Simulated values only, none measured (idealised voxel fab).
process module | voxel quadruple lines
cross-section cut | 295 nm wide | cells 5 nm
A cross-section is a grid of square cells, given in bands from the top down. A band is one or more rows of cells.
Each band's line starts with the height of the band's top and of its bottom, in nm. Then come its materials from left to right, each with its width in nm. One material with "throughout" fills the band from edge to edge. "air" is empty space.
Height 0 is the level under which the wafer as received is all one material. The lowest band goes on downwards, as in "0 down".
A width such as "30 to 40" changes by the same amount from each row of cells to the next, from the band's top row to its bottom row.
"no change" after a step means that no cell of the cross-section changed.
closed voids: empty space of 8 cells or more with no open way to the top, each as width x height at its distance from the left edge, in nm
after a step's settings: what the simulator itself notes on the step
overlay nm, on a step with a mask: how far to the right of its planned place the mask lay; to the left if negative
plan
1 op RECEIVE | material Si
2 op CONFORMAL_DEP | material Al2O3 | thk nm 5
3 op DIRECTIONAL_DEP | material TiN | thk nm 15
4 op DIRECTIONAL_DEP | material polySi | thk nm 20
5 op DIRECTIONAL_DEP | material aC | thk nm 20
6 op PATTERN | tone cover | mask id MANDREL | material resist | width nm 30 | thk nm 30 | overlay nm -15
7 op DIRECTIONAL_ETCH | etch materials aC | depth nm 20
8 op STRIP | etch materials resist
9 op CONFORMAL_DEP | material SiO2 | thk nm 10
10 op DIRECTIONAL_ETCH | etch materials SiO2 | depth nm 10
11 op STRIP | etch materials aC
12 op DIRECTIONAL_ETCH | etch materials polySi | depth nm 20
13 op STRIP | etch materials SiO2
14 op CONFORMAL_DEP | material SiCN | thk nm 10
15 op DIRECTIONAL_ETCH | etch materials SiCN | depth nm 10
16 op STRIP | etch materials polySi
17 op DIRECTIONAL_ETCH | etch materials TiN | depth nm 15
18 op STRIP | etch materials SiCN
varied across the wafers: overlay nm of step 6. The plan shows the first wafer's value. All wafers start alike
first wafer as received, after step 1
  0 down: Si throughout
  closed voids: none
first wafer at the end, after step 18
  20 to 5: air 95 | TiN 10 | air 10 | TiN 10 | air 10 | TiN 10 | air 10 | TiN 10 | air 130
  5 to 0: Al2O3 throughout
  0 down: Si throughout
  closed voids: none
last wafer at the end
  20 to 5: air 125 | TiN 10 | air 10 | TiN 10 | air 10 | TiN 10 | air 10 | TiN 10 | air 100
  5 to 0: Al2O3 throughout
  0 down: Si throughout
  closed voids: none
each wafer at the end: cells of each material gained (+) or lost (-) since it was received, then its closed voids
overlay nm -15 | +59 Al2O3 | +24 TiN | closed voids: none
overlay nm -10 | +59 Al2O3 | +24 TiN | closed voids: none
overlay nm -5 | +59 Al2O3 | +24 TiN | closed voids: none
overlay nm 0 | +59 Al2O3 | +24 TiN | closed voids: none
overlay nm 5 | +59 Al2O3 | +24 TiN | closed voids: none
overlay nm 10 | +59 Al2O3 | +24 TiN | closed voids: none
overlay nm 15 | +59 Al2O3 | +24 TiN | closed voids: none
